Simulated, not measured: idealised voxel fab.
process module | voxel lift off
cross-section cut | 285 nm wide | cells 5 nm
A cross-section is a grid of square cells, given in bands from the top down. A band is one or more rows of cells.
Each band's line starts with the height of the band's top and of its bottom, in nm. Then come its materials from left to right, each with its width in nm. One material with "throughout" fills the band from edge to edge. "air" is empty space.
Height 0 is the level under which the wafer as received is all one material. The lowest band goes on downwards, as in "0 down".
A width such as "30 to 40" changes by the same amount from each row of cells to the next, from the band's top row to its bottom row.
"no change" after a step means that no cell of the cross-section changed.
closed voids: empty space of 8 cells or more with no open way to the top, each as width x height at its distance from the left edge, in nm
after a step's settings: what the simulator itself notes on the step
overlay nm, on a step with a mask: how far to the right of its planned place the mask lay; to the left if negative
plan
1 op RECEIVE | material Si
2 op CONFORMAL_DEP | material SiO2 | thk nm 15
3 op PATTERN | tone open | mask id LINES | material resist | width nm 20 | pitch nm 35 | thk nm 30 | overlay nm 0
4 op DIRECTIONAL_DEP | material Ru | thk nm 15
5 op STRIP | etch materials resist
6 op CONFORMAL_DEP | material SiN | thk nm 10
as received, after step 1
  0 down: Si throughout
  closed voids: none
a wafer at the end: this start, this plan, one mistake
  40 to 30: air 75 | SiN 110 | air 100
  30 to 25: air 75 | SiN 10 | Ru 20 | SiN 15 | Ru 20 | SiN 15 | Ru 20 | SiN 10 | air 100
  25 to 15: SiN 85 | Ru 20 | SiN 15 | Ru 20 | SiN 15 | Ru 20 | SiN 110
  15 to 0: SiO2 throughout
  0 down: Si throughout
  closed voids: none
what went wrong: step 3 ran as: op PATTERN | tone open | mask id LINES | material resist | width nm 20 | pitch nm 35 | thk nm 30 | overlay nm -10
